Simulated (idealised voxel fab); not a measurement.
Documented hereafter: the process module known as voxel self aligned contacts.
Cross-section cut: width 200 nm, square cells of 5 nm.
Think of the cross-section as a grid of square cells. We describe it in bands, top to bottom, and each band covers one or more rows of those cells. Top, bottom (nm), then materials left to right with widths (nm); lone material tagged "full width" fills the whole band edge to edge; "empty" = empty space. Beneath 0, the wafer as received is one material, and that level is where height counting begins. The lowest band goes on downward without a bottom; it is written like "from 0 down". The width entry "30->40" should be interpreted row by row: the top row of cells in the band takes the first number, the bottom row takes the second number, and the change between adjacent rows is uniform throughout. Basically "no modification" means that step didn't change any cell in the cross-section. Closed-off voids of 8+ cells (no open route to the top) go in "Fully enclosed voids", written width x height at distance from the left edge, in nm. On a step's line, text after the settings is the simulator commenting on that step. overlay nm: mask right of planned place by this much (step with mask). Neg. = left.

THE PLANNED PROCESS STEPS ARE ENUMERATED HEREUNDER
1: RECEIVE with material Si
2: CONFORMAL_DEP with material SiO2, thk nm 5
3: DIRECTIONAL_DEP with material polySi, thk nm 20
4: DIRECTIONAL_DEP with material SiN, thk nm 20
5: PATTERN with tone cover, mask id GATE, material resist, width nm 35, pitch nm 70, thk nm 20, overlay nm 0
6: DIRECTIONAL_ETCH with etch materials SiN, depth nm 20
7: DIRECTIONAL_ETCH with etch materials polySi, depth nm 20
8: STRIP with etch materials resist
9: CONFORMAL_DEP with material SiN, thk nm 5
10: DIRECTIONAL_ETCH with etch materials SiN, depth nm 5
11: FILL_DEP with material SiO2, thk nm 20
12: CMP with height nm 55
13: MASKED_ETCH with tone open, mask id CONTACT, width nm 45, etch materials SiO2, depth nm 55, overlay nm 0
14: CONFORMAL_DEP with material TiN, thk nm 5
15: FILL_DEP with material Ru, thk nm 5
16: CMP with height nm 55
17: CONFORMAL_DEP with material SiN, thk nm 5
Be aware that, although all wafers share a common starting state, the width nm at step 13 differs among them, and the plan displays the first wafer's value.

STEP 1 COMPLETE: AS-RECEIVED CROSS-SECTION OF THE FIRST OF SEVERAL WAFERS
- from 0 down | Si full width
- Fully enclosed voids: none

HERE'S THE FIRST OF SEVERAL WAFERS IN CROSS-SECTION, END OF THE MODULE, AFTER THE LAST STEP, STEP 17
- from 60 to 55 | SiN full width
- from 55 to 45 | SiO2 75 nm  TiN 5->15 nm  Ru 35->15 nm  TiN 5->15 nm  SiO2 80 nm
- from 45 to 25 | SiO2 40 nm  SiN 45 nm  TiN 5 nm  Ru 15 nm  TiN 5 nm  SiN 45 nm  SiO2 45 nm
- from 25 to 5 | SiO2 40 nm  SiN 5 nm  polySi 35 nm  SiN 5 nm  TiN 5 nm  Ru 15 nm  TiN 5 nm  SiN 5 nm  polySi 35 nm  SiN 5 nm  SiO2 45 nm
- from 5 to 0 | SiO2 85 nm  TiN 25 nm  SiO2 90 nm
- from 0 down | Si full width
- Fully enclosed voids: none

THE LAST WAFER AS SEEN IN CROSS-SECTION AT THE END OF THE MODULE
- from 60 to 55 | SiN full width
- from 55 to 45 | SiO2 65 nm  TiN 5->25 nm  Ru 60->15 nm  TiN 5->30 nm  SiO2 65 nm
- from 45 to 25 | SiO2 40 nm  SiN 45 nm  TiN 5 nm  Ru 15 nm  TiN 5 nm  SiN 45 nm  SiO2 45 nm
- from 25 to 5 | SiO2 40 nm  SiN 5 nm  polySi 35 nm  SiN 5 nm  TiN 5 nm  Ru 15 nm  TiN 5 nm  SiN 5 nm  polySi 35 nm  SiN 5 nm  SiO2 45 nm
- from 5 to 0 | SiO2 85 nm  TiN 25 nm  SiO2 90 nm
- from 0 down | Si full width
- Fully enclosed voids: none

THE TABLE BELOW HAS ONE ROW FOR EACH WAFER; A ROW SHOWS, AS OF THE END OF THE MODULE, HOW MANY CELLS OF EACH MATERIAL THE WAFER HAS GAINED, MARKED (+), OR LOST, MARKED (-), SINCE IT WAS RECEIVED, AND THEN THE WAFER'S CLOSED VOIDS
width nm 45, +34 Ru, +128 SiN, +233 SiO2, +29 TiN, +56 polySi, Fully enclosed voids: none
width nm 50, +35 Ru, +128 SiN, +231 SiO2, +30 TiN, +56 polySi, Fully enclosed voids: none
width nm 55, +36 Ru, +128 SiN, +229 SiO2, +31 TiN, +56 polySi, Fully enclosed voids: none
width nm 60, +37 Ru, +128 SiN, +227 SiO2, +32 TiN, +56 polySi, Fully enclosed voids: none
width nm 65, +38 Ru, +128 SiN, +225 SiO2, +33 TiN, +56 polySi, Fully enclosed voids: none
width nm 70, +39 Ru, +128 SiN, +223 SiO2, +34 TiN, +56 polySi, Fully enclosed voids: none
